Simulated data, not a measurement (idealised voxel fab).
A process module follows: voxel trench capacitor.
We display cut, a cross-section 270 nm in width whose square cells are each 5 nm.
Cross-section, as written here: a square-cell grid given band by band from the top down, where a band holds one or more rows of cells.
In this notation a band is specified by the heights of its top and bottom, in that order and in nm, after which its materials appear from left to right, each paired with its width in nm. The word "full width" attached to a single material means that material fills the band from edge to edge; the word "empty" stands for empty space.
Measure heights from 0. That's the level where, below it, the as-received wafer is all one material. The lowest band is bottomless and extends downward; write it as in "from 0 down".
Width: "30..40" (first number = top row, second number = bottom row, same change from row to row of cells).
Given "nothing got changed" for a step, no cell of the cross-section differs between before and after that step.
In "Closed void roster" the enclosed voids are listed, meaning empty spaces of 8 cells or larger without any opening to the top. The form is width x height at distance, distance from the left edge, units nm.
Read whatever lies past the settings on a step's line as the simulator's own remark about the step.
"overlay nm" on a masked step: distance the mask lay right of its planned place, negative for left.
The steps planned for the process are as follows:
| 1 | RECEIVE,material Si |
| 2 | CONFORMAL_DEP,material SiN,thk nm 10 |
| 3 | MASKED_ETCH,tone open,mask id TRENCH,width nm 30,pitch nm 60,etch materials SiN,depth nm 10,overlay nm 0 |
| 4 | MASKED_ETCH,tone open,mask id TRENCH,width nm 30,pitch nm 60,etch materials Si,depth nm 40,overlay nm 0 |
| 5 | CONFORMAL_DEP,material Al2O3,thk nm 5 |
| 6 | CONFORMAL_DEP,material TiN,thk nm 5 |
| 7 | FILL_DEP,material W,thk nm 5 |
| 8 | CMP,height nm 10 |
Concerning the first of two wafers, which was run in accordance with the plan:
Cross-sectional view of the wafer in its as-received condition, corresponding to the state after step 1:
  from 0 down  Si full width
  Closed void roster: none
Presented here is a cross-section of the wafer after step 2 has been performed:
  from 10 to 0  SiN full width
  Below 0, no change.
Presented here is a cross-section of the wafer after step 3 has been performed:
  from 10 to 0  SiN 60 nm; empty 30 nm; SiN 30 nm; empty 30 nm; SiN 30 nm; empty 30 nm; SiN 60 nm
  Below 0, no change.
Presented here is a cross-section of the wafer after step 4 has been performed:
  from 10 to 0  SiN 60 nm; empty 30 nm; SiN 30 nm; empty 30 nm; SiN 30 nm; empty 30 nm; SiN 60 nm
  from 0 to -40  Si 60 nm; empty 30 nm; Si 30 nm; empty 30 nm; Si 30 nm; empty 30 nm; Si 60 nm
  Below -40, no change.
Presented here is a cross-section of the wafer after step 5 has been performed:
  from 15 to 10  Al2O3 65 nm; empty 20 nm; Al2O3 40 nm; empty 20 nm; Al2O3 40 nm; empty 20 nm; Al2O3 65 nm
  from 10 to 0  SiN 60 nm; Al2O3 5 nm; empty 20 nm; Al2O3 5 nm; SiN 30 nm; Al2O3 5 nm; empty 20 nm; Al2O3 5 nm; SiN 30 nm; Al2O3 5 nm; empty 20 nm; Al2O3 5 nm; SiN 60 nm
  from 0 to -35  Si 60 nm; Al2O3 5 nm; empty 20 nm; Al2O3 5 nm; Si 30 nm; Al2O3 5 nm; empty 20 nm; Al2O3 5 nm; Si 30 nm; Al2O3 5 nm; empty 20 nm; Al2O3 5 nm; Si 60 nm
  from -35 to -40  Si 60 nm; Al2O3 30 nm; Si 30 nm; Al2O3 30 nm; Si 30 nm; Al2O3 30 nm; Si 60 nm
  Below -40, no change.
Presented here is a cross-section of the wafer after step 6 has been performed:
  from 20 to 15  TiN 70 nm; empty 10 nm; TiN 50 nm; empty 10 nm; TiN 50 nm; empty 10 nm; TiN 70 nm
  from 15 to 10  Al2O3 65 nm; TiN 5 nm; empty 10 nm; TiN 5 nm; Al2O3 40 nm; TiN 5 nm; empty 10 nm; TiN 5 nm; Al2O3 40 nm; TiN 5 nm; empty 10 nm; TiN 5 nm; Al2O3 65 nm
  from 10 to 0  SiN 60 nm; Al2O3 5 nm; TiN 5 nm; empty 10 nm; TiN 5 nm; Al2O3 5 nm; SiN 30 nm; Al2O3 5 nm; TiN 5 nm; empty 10 nm; TiN 5 nm; Al2O3 5 nm; SiN 30 nm; Al2O3 5 nm; TiN 5 nm; empty 10 nm; TiN 5 nm; Al2O3 5 nm; SiN 60 nm
  from 0 to -30  Si 60 nm; Al2O3 5 nm; TiN 5 nm; empty 10 nm; TiN 5 nm; Al2O3 5 nm; Si 30 nm; Al2O3 5 nm; TiN 5 nm; empty 10 nm; TiN 5 nm; Al2O3 5 nm; Si 30 nm; Al2O3 5 nm; TiN 5 nm; empty 10 nm; TiN 5 nm; Al2O3 5 nm; Si 60 nm
  from -30 to -35  Si 60 nm; Al2O3 5 nm; TiN 20 nm; Al2O3 5 nm; Si 30 nm; Al2O3 5 nm; TiN 20 nm; Al2O3 5 nm; Si 30 nm; Al2O3 5 nm; TiN 20 nm; Al2O3 5 nm; Si 60 nm
  Below -35, no change.
Presented here is a cross-section of the wafer after step 7 has been performed:
  from 25 to 20  W full width
  from 20 to 15  TiN 70 nm; W 10 nm; TiN 50 nm; W 10 nm; TiN 50 nm; W 10 nm; TiN 70 nm
  from 15 to 10  Al2O3 65 nm; TiN 5 nm; W 10 nm; TiN 5 nm; Al2O3 40 nm; TiN 5 nm; W 10 nm; TiN 5 nm; Al2O3 40 nm; TiN 5 nm; W 10 nm; TiN 5 nm; Al2O3 65 nm
  from 10 to 0  SiN 60 nm; Al2O3 5 nm; TiN 5 nm; W 10 nm; TiN 5 nm; Al2O3 5 nm; SiN 30 nm; Al2O3 5 nm; TiN 5 nm; W 10 nm; TiN 5 nm; Al2O3 5 nm; SiN 30 nm; Al2O3 5 nm; TiN 5 nm; W 10 nm; TiN 5 nm; Al2O3 5 nm; SiN 60 nm
  from 0 to -30  Si 60 nm; Al2O3 5 nm; TiN 5 nm; W 10 nm; TiN 5 nm; Al2O3 5 nm; Si 30 nm; Al2O3 5 nm; TiN 5 nm; W 10 nm; TiN 5 nm; Al2O3 5 nm; Si 30 nm; Al2O3 5 nm; TiN 5 nm; W 10 nm; TiN 5 nm; Al2O3 5 nm; Si 60 nm
  Below -30, no change.
Presented here is a cross-section of the wafer after step 8 has been performed:
  from 10 to 0  SiN 60 nm; Al2O3 5 nm; TiN 5 nm; W 10 nm; TiN 5 nm; Al2O3 5 nm; SiN 30 nm; Al2O3 5 nm; TiN 5 nm; W 10 nm; TiN 5 nm; Al2O3 5 nm; SiN 30 nm; Al2O3 5 nm; TiN 5 nm; W 10 nm; TiN 5 nm; Al2O3 5 nm; SiN 60 nm
  Below 0, no change.
Second wafer, same starting state and plan as the first, one mistake in the run, identical through step 2:
Second wafer at the planned finish of step 3, seen in cross-section:
  from 10 to 0  SiN 60 nm; empty 30 nm; SiN 30 nm; empty 30 nm; SiN 30 nm; empty 30 nm; SiN 60 nm
  Below 0, no change.
Second wafer at the planned finish of step 4, seen in cross-section:
  from 10 to 0  SiN 60 nm; empty 30 nm; SiN 30 nm; empty 30 nm; SiN 30 nm; empty 30 nm; SiN 60 nm
  from 0 to -40  Si 60 nm; empty 30 nm; Si 30 nm; empty 30 nm; Si 30 nm; empty 30 nm; Si 60 nm
  Below -40, no change.
Second wafer at the planned finish of step 5, seen in cross-section:
  from 15 to 10  Al2O3 65 nm; empty 20 nm; Al2O3 40 nm; empty 20 nm; Al2O3 40 nm; empty 20 nm; Al2O3 65 nm
  from 10 to 0  SiN 60 nm; Al2O3 5 nm; empty 20 nm; Al2O3 5 nm; SiN 30 nm; Al2O3 5 nm; empty 20 nm; Al2O3 5 nm; SiN 30 nm; Al2O3 5 nm; empty 20 nm; Al2O3 5 nm; SiN 60 nm
  from 0 to -35  Si 60 nm; Al2O3 5 nm; empty 20 nm; Al2O3 5 nm; Si 30 nm; Al2O3 5 nm; empty 20 nm; Al2O3 5 nm; Si 30 nm; Al2O3 5 nm; empty 20 nm; Al2O3 5 nm; Si 60 nm
  from -35 to -40  Si 60 nm; Al2O3 30 nm; Si 30 nm; Al2O3 30 nm; Si 30 nm; Al2O3 30 nm; Si 60 nm
  Below -40, no change.
Second wafer at the planned finish of step 6, seen in cross-section:
  from 20 to 15  TiN 70 nm; empty 10 nm; TiN 50 nm; empty 10 nm; TiN 50 nm; empty 10 nm; TiN 70 nm
  from 15 to 10  Al2O3 65 nm; TiN 5 nm; empty 10 nm; TiN 5 nm; Al2O3 40 nm; TiN 5 nm; empty 10 nm; TiN 5 nm; Al2O3 40 nm; TiN 5 nm; empty 10 nm; TiN 5 nm; Al2O3 65 nm
  from 10 to 0  SiN 60 nm; Al2O3 5 nm; TiN 5 nm; empty 10 nm; TiN 5 nm; Al2O3 5 nm; SiN 30 nm; Al2O3 5 nm; TiN 5 nm; empty 10 nm; TiN 5 nm; Al2O3 5 nm; SiN 30 nm; Al2O3 5 nm; TiN 5 nm; empty 10 nm; TiN 5 nm; Al2O3 5 nm; SiN 60 nm
  from 0 to -30  Si 60 nm; Al2O3 5 nm; TiN 5 nm; empty 10 nm; TiN 5 nm; Al2O3 5 nm; Si 30 nm; Al2O3 5 nm; TiN 5 nm; empty 10 nm; TiN 5 nm; Al2O3 5 nm; Si 30 nm; Al2O3 5 nm; TiN 5 nm; empty 10 nm; TiN 5 nm; Al2O3 5 nm; Si 60 nm
  from -30 to -35  Si 60 nm; Al2O3 5 nm; TiN 20 nm; Al2O3 5 nm; Si 30 nm; Al2O3 5 nm; TiN 20 nm; Al2O3 5 nm; Si 30 nm; Al2O3 5 nm; TiN 20 nm; Al2O3 5 nm; Si 60 nm
  Below -35, no change.
Second wafer at the planned finish of step 7, seen in cross-section:
  from 25 to 20  W full width
  from 20 to 15  TiN 70 nm; W 10 nm; TiN 50 nm; W 10 nm; TiN 50 nm; W 10 nm; TiN 70 nm
  from 15 to 10  Al2O3 65 nm; TiN 5 nm; W 10 nm; TiN 5 nm; Al2O3 40 nm; TiN 5 nm; W 10 nm; TiN 5 nm; Al2O3 40 nm; TiN 5 nm; W 10 nm; TiN 5 nm; Al2O3 65 nm
  from 10 to 0  SiN 60 nm; Al2O3 5 nm; TiN 5 nm; W 10 nm; TiN 5 nm; Al2O3 5 nm; SiN 30 nm; Al2O3 5 nm; TiN 5 nm; W 10 nm; TiN 5 nm; Al2O3 5 nm; SiN 30 nm; Al2O3 5 nm; TiN 5 nm; W 10 nm; TiN 5 nm; Al2O3 5 nm; SiN 60 nm
  from 0 to -30  Si 60 nm; Al2O3 5 nm; TiN 5 nm; W 10 nm; TiN 5 nm; Al2O3 5 nm; Si 30 nm; Al2O3 5 nm; TiN 5 nm; W 10 nm; TiN 5 nm; Al2O3 5 nm; Si 30 nm; Al2O3 5 nm; TiN 5 nm; W 10 nm; TiN 5 nm; Al2O3 5 nm; Si 60 nm
  Below -30, no change.
Second wafer at the planned finish of step 8, seen in cross-section:
  from 10 to 0  SiN 60 nm; Al2O3 5 nm; TiN 5 nm; W 10 nm; TiN 5 nm; Al2O3 5 nm; SiN 30 nm; Al2O3 5 nm; TiN 5 nm; W 10 nm; TiN 5 nm; Al2O3 5 nm; SiN 30 nm; Al2O3 5 nm; TiN 5 nm; W 10 nm; TiN 5 nm; Al2O3 5 nm; SiN 60 nm
  Below 0, no change.
The mistake made against the process plan was this: regarding the plan, step 3 was run twice
at the end the two cross-sections are the same: no effect in what this model computes
